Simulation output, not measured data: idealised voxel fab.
A process module follows: voxel trench capacitor.
The cross-section shown here is cut; it is 160 nm wide and divided into square cells measuring 5 nm on a side.
A cross-section is a grid of square cells, given in bands from the top down. A band is one or more rows of cells. Within each band entry, the heights of the top and of the bottom of the band appear first, in that order and in nm; the materials of the band then follow from left to right, each with its corresponding width in nm. The designation "full width" on a single material indicates that it fills the band from edge to edge; the designation "air" indicates empty space. Measure heights from 0. That's the level where, below it, the as-received wafer is all one material. The lowest band is bottomless and extends downward; write it as in "0 -> down". Think of "30..40" as a width that walks from the first number to the second as you go down the band, top row to bottom row, taking equal-sized steps from row to row. Take "remained unchanged" at face value: in the step it is given for, the cross-section changed in none of its cells. If an empty space has no open way to the top and is at least 8 cells in size, "Closed-off voids" lists it, written width x height at distance, where distance is measured from the left edge and every value is in nm. What comes after the settings on a step's line is commentary from the simulator itself on that step. "overlay nm" answers the question of how far to the right of plan the mask lay on a step that has a mask, and when it is negative the answer is to the left. How should the pairs below be read? Each gives the cross-section before one process step and the cross-section after it, the latter drawn only to the lowest band that changed; the step that lies between them, with its settings, appears under the pair. Does a pair pick up where the pair above left off? Only where its entry headed "Pre-processing view" says so, since pairs can come from different runs of this module on the same starting wafer.
[Pre-processing view]
> 5 -> 0: 15 nm air / 30 nm SiN / 20 nm air / 30 nm SiN / 20 nm air / 30 nm SiN / 15 nm air
> 0 -> -25: 15 nm air / 30 nm Si / 20 nm air / 30 nm Si / 20 nm air / 30 nm Si / 15 nm air
> -25 -> down: Si full width
> Closed-off voids: none
[Resultant Cross-Section]
> 10 -> 5: 10 nm air / 40 nm Al2O3 / 10 nm air / 40 nm Al2O3 / 10 nm air / 40 nm Al2O3 / 10 nm air
> 5 -> 0: 10 nm air / 5 nm Al2O3 / 30 nm SiN / 5 nm Al2O3 / 10 nm air / 5 nm Al2O3 / 30 nm SiN / 5 nm Al2O3 / 10 nm air / 5 nm Al2O3 / 30 nm SiN / 5 nm Al2O3 / 10 nm air
> 0 -> -20: 10 nm air / 5 nm Al2O3 / 30 nm Si / 5 nm Al2O3 / 10 nm air / 5 nm Al2O3 / 30 nm Si / 5 nm Al2O3 / 10 nm air / 5 nm Al2O3 / 30 nm Si / 5 nm Al2O3 / 10 nm air
> -20 -> -25: 15 nm Al2O3 / 30 nm Si / 20 nm Al2O3 / 30 nm Si / 20 nm Al2O3 / 30 nm Si / 15 nm Al2O3
> Lower than -25, everything is as it was.
> Closed-off voids: none
Upper to lower cross-section via CONFORMAL_DEP | material Al2O3 | thk nm 5
Pre-processing view: no separate figure, the pair right above already shows it after its step.
[Resultant Cross-Section]
> 15 -> 10: 5 nm air / 150 nm TiN / 5 nm air
> 10 -> 5: 5 nm air / 5 nm TiN / 40 nm Al2O3 / 10 nm TiN / 40 nm Al2O3 / 10 nm TiN / 40 nm Al2O3 / 5 nm TiN / 5 nm air
> 5 -> 0: 5 nm air / 5 nm TiN / 5 nm Al2O3 / 30 nm SiN / 5 nm Al2O3 / 10 nm TiN / 5 nm Al2O3 / 30 nm SiN / 5 nm Al2O3 / 10 nm TiN / 5 nm Al2O3 / 30 nm SiN / 5 nm Al2O3 / 5 nm TiN / 5 nm air
> 0 -> -15: 5 nm air / 5 nm TiN / 5 nm Al2O3 / 30 nm Si / 5 nm Al2O3 / 10 nm TiN / 5 nm Al2O3 / 30 nm Si / 5 nm Al2O3 / 10 nm TiN / 5 nm Al2O3 / 30 nm Si / 5 nm Al2O3 / 5 nm TiN / 5 nm air
> -15 -> -20: 10 nm TiN / 5 nm Al2O3 / 30 nm Si / 5 nm Al2O3 / 10 nm TiN / 5 nm Al2O3 / 30 nm Si / 5 nm Al2O3 / 10 nm TiN / 5 nm Al2O3 / 30 nm Si / 5 nm Al2O3 / 10 nm TiN
> Lower than -20, everything is as it was.
> Closed-off voids: none
Upper to lower cross-section via CONFORMAL_DEP | material TiN | thk nm 5
Pre-processing view: no separate figure, the pair right above already shows it after its step.
[Resultant Cross-Section]
> 25 -> 15: W full width
> 15 -> 10: 5 nm W / 150 nm TiN / 5 nm W
> 10 -> 5: 5 nm W / 5 nm TiN / 40 nm Al2O3 / 10 nm TiN / 40 nm Al2O3 / 10 nm TiN / 40 nm Al2O3 / 5 nm TiN / 5 nm W
> 5 -> 0: 5 nm W / 5 nm TiN / 5 nm Al2O3 / 30 nm SiN / 5 nm Al2O3 / 10 nm TiN / 5 nm Al2O3 / 30 nm SiN / 5 nm Al2O3 / 10 nm TiN / 5 nm Al2O3 / 30 nm SiN / 5 nm Al2O3 / 5 nm TiN / 5 nm W
> 0 -> -15: 5 nm W / 5 nm TiN / 5 nm Al2O3 / 30 nm Si / 5 nm Al2O3 / 10 nm TiN / 5 nm Al2O3 / 30 nm Si / 5 nm Al2O3 / 10 nm TiN / 5 nm Al2O3 / 30 nm Si / 5 nm Al2O3 / 5 nm TiN / 5 nm W
> Lower than -15, everything is as it was.
> Closed-off voids: none
Upper to lower cross-section via FILL_DEP | material W | thk nm 10
Pre-processing view: no separate figure, the pair right above already shows it after its step.
[Resultant Cross-Section]
> 5 -> 0: 5 nm W / 5 nm TiN / 5 nm Al2O3 / 30 nm SiN / 5 nm Al2O3 / 10 nm TiN / 5 nm Al2O3 / 30 nm SiN / 5 nm Al2O3 / 10 nm TiN / 5 nm Al2O3 / 30 nm SiN / 5 nm Al2O3 / 5 nm TiN / 5 nm W
> Lower than 0, everything is as it was.
> Closed-off voids: none
Upper to lower cross-section via CMP | height nm 5
